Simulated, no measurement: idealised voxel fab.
process module | voxel gate over fins
cross-section cut | 260 nm wide | cells 5 nm
A cross-section is a grid of square cells, given in bands from the top down. A band is one or more rows of cells.
Each band's line starts with the height of the band's top and of its bottom, in nm. Then come its materials from left to right, each with its width in nm. One material with "throughout" fills the band from edge to edge. "air" is empty space.
Height 0 is the level under which the wafer as received is all one material. The lowest band goes on downwards, as in "0 down".
A width such as "30 to 40" changes by the same amount from each row of cells to the next, from the band's top row to its bottom row.
"no change" after a step means that no cell of the cross-section changed.
closed voids: empty space of 8 cells or more with no open way to the top, each as width x height at its distance from the left edge, in nm
after a step's settings: what the simulator itself notes on the step
overlay nm, on a step with a mask: how far to the right of its planned place the mask lay; to the left if negative
plan
1 op RECEIVE | material Si
2 op CONFORMAL_DEP | material SiN | thk nm 10
3 op DIRECTIONAL_DEP | material aC | thk nm 10
4 op PATTERN | tone cover | mask id FINS | material resist | width nm 15 | pitch nm 40 | thk nm 30 | overlay nm 0
5 op DIRECTIONAL_ETCH | etch materials aC | depth nm 10
6 op STRIP | etch materials resist
7 op DIRECTIONAL_ETCH | etch materials SiN | depth nm 10
8 op DIRECTIONAL_ETCH | etch materials Si | depth nm 30
9 op STRIP | etch materials aC
10 op FILL_DEP | material SiO2 | thk nm 5
11 op CMP | height nm 10
12 op SELECTIVE_ETCH | etch materials SiO2 | depth nm 25
13 op STRIP | etch materials SiN
14 op CONFORMAL_DEP | material HfO2 | thk nm 5
15 op CONFORMAL_DEP | material TiN | thk nm 5
16 op CONFORMAL_DEP | material TiAl | thk nm 5
17 op CONFORMAL_DEP | material TiN | thk nm 5
18 op FILL_DEP | material W | thk nm 10
19 op CMP | height nm 25
20 op CONFORMAL_DEP | material SiCN | thk nm 10
first wafer, as planned
as received, after step 1
  0 down: Si throughout
  closed voids: none
after step 2
  10 to 0: SiN throughout
  below 0: unchanged
after step 3
  20 to 10: aC throughout
  below 10: unchanged
after step 4
  50 to 20: air 100 | resist 15 | air 25 | resist 15 | air 105
  below 20: unchanged
after step 5
  40 to 20: air 100 | resist 15 | air 25 | resist 15 | air 105
  20 to 10: air 100 | aC 15 | air 25 | aC 15 | air 105
  below 10: unchanged
after step 6
  20 to 10: air 100 | aC 15 | air 25 | aC 15 | air 105
  below 10: unchanged
after step 7
  20 to 10: air 100 | aC 15 | air 25 | aC 15 | air 105
  10 to 0: air 100 | SiN 15 | air 25 | SiN 15 | air 105
  below 0: unchanged
after step 8
  20 to 10: air 100 | aC 15 | air 25 | aC 15 | air 105
  10 to 0: air 100 | SiN 15 | air 25 | SiN 15 | air 105
  0 to -30: air 100 | Si 15 | air 25 | Si 15 | air 105
  below -30: unchanged
after step 9
  10 to 0: air 100 | SiN 15 | air 25 | SiN 15 | air 105
  below 0: unchanged
after step 10
  15 to 10: SiO2 throughout
  10 to 0: SiO2 100 | SiN 15 | SiO2 25 | SiN 15 | SiO2 105
  0 to -30: SiO2 100 | Si 15 | SiO2 25 | Si 15 | SiO2 105
  below -30: unchanged
after step 11
  10 to 0: SiO2 100 | SiN 15 | SiO2 25 | SiN 15 | SiO2 105
  below 0: unchanged
after step 12
  10 to 0: air 100 | SiN 15 | air 25 | SiN 15 | air 105
  0 to -15: air 100 | Si 15 | air 25 | Si 15 | air 105
  below -15: unchanged
after step 13
  0 to -15: air 100 | Si 15 | air 25 | Si 15 | air 105
  below -15: unchanged
after step 14
  5 to 0: air 95 | HfO2 25 | air 15 | HfO2 25 | air 100
  0 to -10: air 95 | HfO2 5 | Si 15 | HfO2 5 | air 15 | HfO2 5 | Si 15 | HfO2 5 | air 100
  -10 to -15: HfO2 100 | Si 15 | HfO2 25 | Si 15 | HfO2 105
  below -15: unchanged
after step 15
  10 to 5: air 90 | TiN 35 | air 5 | TiN 35 | air 95
  5 to 0: air 90 | TiN 5 | HfO2 25 | TiN 5 | air 5 | TiN 5 | HfO2 25 | TiN 5 | air 95
  0 to -5: air 90 | TiN 5 | HfO2 5 | Si 15 | HfO2 5 | TiN 5 | air 5 | TiN 5 | HfO2 5 | Si 15 | HfO2 5 | TiN 5 | air 95
  -5 to -10: TiN 95 | HfO2 5 | Si 15 | HfO2 5 | TiN 15 | HfO2 5 | Si 15 | HfO2 5 | TiN 100
  below -10: unchanged
after step 16
  15 to 10: air 85 | TiAl 85 | air 90
  10 to 5: air 85 | TiAl 5 | TiN 35 | TiAl 5 | TiN 35 | TiAl 5 | air 90
  5 to 0: air 85 | TiAl 5 | TiN 5 | HfO2 25 | TiN 5 | TiAl 5 | TiN 5 | HfO2 25 | TiN 5 | TiAl 5 | air 90
  0 to -5: TiAl 90 | TiN 5 | HfO2 5 | Si 15 | HfO2 5 | TiN 5 | TiAl 5 | TiN 5 | HfO2 5 | Si 15 | HfO2 5 | TiN 5 | TiAl 95
  below -5: unchanged
after step 17
  20 to 15: air 80 | TiN 95 | air 85
  15 to 10: air 80 | TiN 5 | TiAl 85 | TiN 5 | air 85
  10 to 5: air 80 | TiN 5 | TiAl 5 | TiN 35 | TiAl 5 | TiN 35 | TiAl 5 | TiN 5 | air 85
  5 to 0: TiN 85 | TiAl 5 | TiN 5 | HfO2 25 | TiN 5 | TiAl 5 | TiN 5 | HfO2 25 | TiN 5 | TiAl 5 | TiN 90
  below 0: unchanged
after step 18
  30 to 20: W throughout
  20 to 15: W 80 | TiN 95 | W 85
  15 to 10: W 80 | TiN 5 | TiAl 85 | TiN 5 | W 85
  10 to 5: W 80 | TiN 5 | TiAl 5 | TiN 35 | TiAl 5 | TiN 35 | TiAl 5 | TiN 5 | W 85
  below 5: unchanged
after step 19
  25 to 20: W throughout
  below 20: unchanged
after step 20
  35 to 25: SiCN throughout
  below 25: unchanged
second wafer: like start, like plan, one mistake. Through step 3 it matches the first wafer
when step 4 should have ended
  50 to 20: air 100 | resist 20 | air 20 | resist 20 | air 100
  below 20: unchanged
when step 5 should have ended
  40 to 20: air 100 | resist 20 | air 20 | resist 20 | air 100
  20 to 10: air 100 | aC 20 | air 20 | aC 20 | air 100
  below 10: unchanged
when step 6 should have ended
  20 to 10: air 100 | aC 20 | air 20 | aC 20 | air 100
  below 10: unchanged
when step 7 should have ended
  20 to 10: air 100 | aC 20 | air 20 | aC 20 | air 100
  10 to 0: air 100 | SiN 20 | air 20 | SiN 20 | air 100
  below 0: unchanged
when step 8 should have ended
  20 to 10: air 100 | aC 20 | air 20 | aC 20 | air 100
  10 to 0: air 100 | SiN 20 | air 20 | SiN 20 | air 100
  0 to -30: air 100 | Si 20 | air 20 | Si 20 | air 100
  below -30: unchanged
when step 9 should have ended
  10 to 0: air 100 | SiN 20 | air 20 | SiN 20 | air 100
  below 0: unchanged
when step 10 should have ended
  15 to 10: SiO2 throughout
  10 to 0: SiO2 100 | SiN 20 | SiO2 20 | SiN 20 | SiO2 100
  0 to -30: SiO2 100 | Si 20 | SiO2 20 | Si 20 | SiO2 100
  below -30: unchanged
when step 11 should have ended
  10 to 0: SiO2 100 | SiN 20 | SiO2 20 | SiN 20 | SiO2 100
  below 0: unchanged
when step 12 should have ended
  10 to 0: air 100 | SiN 20 | air 20 | SiN 20 | air 100
  0 to -15: air 100 | Si 20 | air 20 | Si 20 | air 100
  below -15: unchanged
when step 13 should have ended
  0 to -15: air 100 | Si 20 | air 20 | Si 20 | air 100
  below -15: unchanged
when step 14 should have ended
  5 to 0: air 95 | HfO2 30 | air 10 | HfO2 30 | air 95
  0 to -10: air 95 | HfO2 5 | Si 20 | HfO2 5 | air 10 | HfO2 5 | Si 20 | HfO2 5 | air 95
  -10 to -15: HfO2 100 | Si 20 | HfO2 20 | Si 20 | HfO2 100
  below -15: unchanged
when step 15 should have ended
  10 to 5: air 90 | TiN 80 | air 90
  5 to 0: air 90 | TiN 5 | HfO2 30 | TiN 10 | HfO2 30 | TiN 5 | air 90
  0 to -5: air 90 | TiN 5 | HfO2 5 | Si 20 | HfO2 5 | TiN 10 | HfO2 5 | Si 20 | HfO2 5 | TiN 5 | air 90
  -5 to -10: TiN 95 | HfO2 5 | Si 20 | HfO2 5 | TiN 10 | HfO2 5 | Si 20 | HfO2 5 | TiN 95
  below -10: unchanged
when step 16 should have ended
  15 to 10: air 85 | TiAl 90 | air 85
  10 to 5: air 85 | TiAl 5 | TiN 80 | TiAl 5 | air 85
  5 to 0: air 85 | TiAl 5 | TiN 5 | HfO2 30 | TiN 10 | HfO2 30 | TiN 5 | TiAl 5 | air 85
  0 to -5: TiAl 90 | TiN 5 | HfO2 5 | Si 20 | HfO2 5 | TiN 10 | HfO2 5 | Si 20 | HfO2 5 | TiN 5 | TiAl 90
  below -5: unchanged
when step 17 should have ended
  20 to 15: air 80 | TiN 100 | air 80
  15 to 10: air 80 | TiN 5 | TiAl 90 | TiN 5 | air 80
  10 to 5: air 80 | TiN 5 | TiAl 5 | TiN 80 | TiAl 5 | TiN 5 | air 80
  5 to 0: TiN 85 | TiAl 5 | TiN 5 | HfO2 30 | TiN 10 | HfO2 30 | TiN 5 | TiAl 5 | TiN 85
  below 0: unchanged
when step 18 should have ended
  30 to 20: W throughout
  20 to 15: W 80 | TiN 100 | W 80
  15 to 10: W 80 | TiN 5 | TiAl 90 | TiN 5 | W 80
  10 to 5: W 80 | TiN 5 | TiAl 5 | TiN 80 | TiAl 5 | TiN 5 | W 80
  below 5: unchanged
when step 19 should have ended
  25 to 20: W throughout
  below 20: unchanged
when step 20 should have ended
  35 to 25: SiCN throughout
  below 25: unchanged
what went wrong: step 4 ran as: op PATTERN | tone cover | mask id FINS | material resist | width nm 20 | pitch nm 40 | thk nm 30 | overlay nm 0
at the end the second wafer has, in cells: 12 more of Si | 6 fewer of SiO2 | 3 fewer of TiAl | 3 fewer of W
